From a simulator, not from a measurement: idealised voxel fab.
Herein follows the process module entitled voxel gate over fins.
Xsec cut, 245 nm wide, square cell size 5 nm.
The cross-sections in this document take the form of a grid made of square cells. They are written out as bands, in order from top to bottom. Each band consists of one or more rows of cells.
Band: top and bottom heights (nm) first, top before bottom; then materials from left to right, widths in nm. "full width" marks a sole material filling the band edge to edge. "blank" denotes empty space.
Height reference: 0 = level under which incoming wafer is all one material. Lowest band: no bottom, runs on downward, e.g. "top 0, no bottom".
Top row gets the first number, bottom row gets the second, and each row in between changes by the same step: that is how a band width like "30..40" works.
The cross-section has no changed cell in any step marked "no modifications".
"Enclosed internal cavities" contains a list of empty spaces, each no smaller than 8 cells and without an open way to the top, written in the form width x height at distance with the distance from the left edge and all three in nm.
If you see something after the settings on a step's line, that's the simulator's own remark about that step.
overlay nm, on a step with a mask: how far to the right of its planned place the mask lay; to the left if negative

## The steps planned for the process are as follows
- 1: RECEIVE [material Si]
- 2: CONFORMAL_DEP [material SiN] [thk nm 5]
- 3: MASKED_ETCH [tone cover] [mask id FINS] [width nm 15] [pitch nm 35] [etch materials SiN] [depth nm 5] [overlay nm 0]
- 4: MASKED_ETCH [tone cover] [mask id FINS] [width nm 15] [pitch nm 35] [etch materials Si] [depth nm 30] [overlay nm 0]
- 5: OXIDIZE [depth nm 5]
- 6: FILL_DEP [material SiO2] [thk nm 15]
- 7: CMP [height nm 5]
- 8: SELECTIVE_ETCH [etch materials SiO2] [depth nm 15]
- 9: STRIP [etch materials SiN]
- 10: CONFORMAL_DEP [material HfO2] [thk nm 5]
- 11: CONFORMAL_DEP [material TiN] [thk nm 5]
- 12: FILL_DEP [material W] [thk nm 15]
- 13: CMP [height nm 20]
- 14: CONFORMAL_DEP [material SiCN] [thk nm 10]

## Cross-section of the wafer at receipt, which is the condition after step 1
top 0, no bottom = Si full width
Enclosed internal cavities: none

## The following cross-section depicts the wafer upon conclusion of the module. Processing commenced from the starting condition illustrated above and adhered to the plan illustrated above, save for one mistake in execution
top 30, bottom 20 = SiCN full width
top 20, bottom 10 = W full width
top 10, bottom 5 = W: 75 | TiN: 25 | W: 10 | TiN: 25 | W: 10 | TiN: 25 | W: 75
top 5, bottom 0 = W: 75 | TiN: 5 | HfO2: 15 | TiN: 5 | W: 10 | TiN: 5 | HfO2: 15 | TiN: 5 | W: 10 | TiN: 5 | HfO2: 15 | TiN: 5 | W: 75
top 0, bottom -5 = TiN: 80 | HfO2: 5 | Si: 5 | HfO2: 5 | TiN: 20 | HfO2: 5 | Si: 5 | HfO2: 5 | TiN: 20 | HfO2: 5 | Si: 5 | HfO2: 5 | TiN: 80
top -5, bottom -10 = HfO2: 85 | Si: 5 | HfO2: 30 | Si: 5 | HfO2: 30 | Si: 5 | HfO2: 85
top -10, bottom -65 = SiO2: 85 | Si: 5 | SiO2: 30 | Si: 5 | SiO2: 30 | Si: 5 | SiO2: 85
top -65, no bottom = Si full width
Enclosed internal cavities: none
Finding, execution versus plan: heads up, step 4 of the plan got done twice
